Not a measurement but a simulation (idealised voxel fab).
process module | voxel gate over fins
cross-section cut | 290 nm wide | cells 5 nm
A cross-section is a grid of square cells, given in bands from the top down. A band is one or more rows of cells.
Each band's line starts with the height of the band's top and of its bottom, in nm. Then come its materials from left to right, each with its width in nm. One material with "throughout" fills the band from edge to edge. "air" is empty space.
Height 0 is the level under which the wafer as received is all one material. The lowest band goes on downwards, as in "0 down".
A width such as "30 to 40" changes by the same amount from each row of cells to the next, from the band's top row to its bottom row.
"no change" after a step means that no cell of the cross-section changed.
closed voids: empty space of 8 cells or more with no open way to the top, each as width x height at its distance from the left edge, in nm
after a step's settings: what the simulator itself notes on the step
overlay nm, on a step with a mask: how far to the right of its planned place the mask lay; to the left if negative
plan
1 op RECEIVE | material Si
2 op CONFORMAL_DEP | material SiN | thk nm 5
3 op DIRECTIONAL_DEP | material aC | thk nm 15
4 op PATTERN | tone cover | mask id FINS | material resist | width nm 15 | pitch nm 60 | thk nm 35 | overlay nm 0
5 op DIRECTIONAL_ETCH | etch materials aC | depth nm 15
6 op STRIP | etch materials resist
7 op DIRECTIONAL_ETCH | etch materials SiN | depth nm 5
8 op DIRECTIONAL_ETCH | etch materials Si | depth nm 40
9 op STRIP | etch materials aC
10 op FILL_DEP | material SiO2 | thk nm 15
11 op CMP | height nm 5
12 op PATTERN | tone open | mask id RAIL | material resist | width nm 15 | thk nm 15 | overlay nm 0
13 op DIRECTIONAL_ETCH | etch materials SiO2 | depth nm 40
14 op STRIP | etch materials resist
15 op CONFORMAL_DEP | material TiN | thk nm 5
16 op FILL_DEP | material W | thk nm 5
17 op CMP | height nm 5
18 op SELECTIVE_ETCH | etch materials W Ru TiN | depth nm 20
19 op FILL_DEP | material SiO2 | thk nm 5
20 op CMP | height nm 5
21 op SELECTIVE_ETCH | etch materials SiO2 | depth nm 15
22 op STRIP | etch materials SiN
23 op CONFORMAL_DEP | material HfO2 | thk nm 5
24 op CONFORMAL_DEP | material TiN | thk nm 5
25 op FILL_DEP | material W | thk nm 15
26 op CMP | height nm 20
27 op CONFORMAL_DEP | material SiCN | thk nm 10
varied across the wafers: width nm of step 4. The plan shows the first wafer's value. All wafers start alike
first wafer as received, after step 1
  0 down: Si throughout
  closed voids: none
each wafer at the end: cells of each material gained (+) or lost (-) since it was received, then its closed voids
width nm 15 | +74 HfO2 | -368 Si | +116 SiCN | +264 SiO2 | +83 TiN | +179 W | closed voids: none
width nm 20 | +74 HfO2 | -336 Si | +116 SiCN | +240 SiO2 | +83 TiN | +171 W | closed voids: none
width nm 25 | +74 HfO2 | -304 Si | +116 SiCN | +216 SiO2 | +83 TiN | +163 W | closed voids: none
width nm 30 | +74 HfO2 | -272 Si | +116 SiCN | +192 SiO2 | +83 TiN | +155 W | closed voids: none
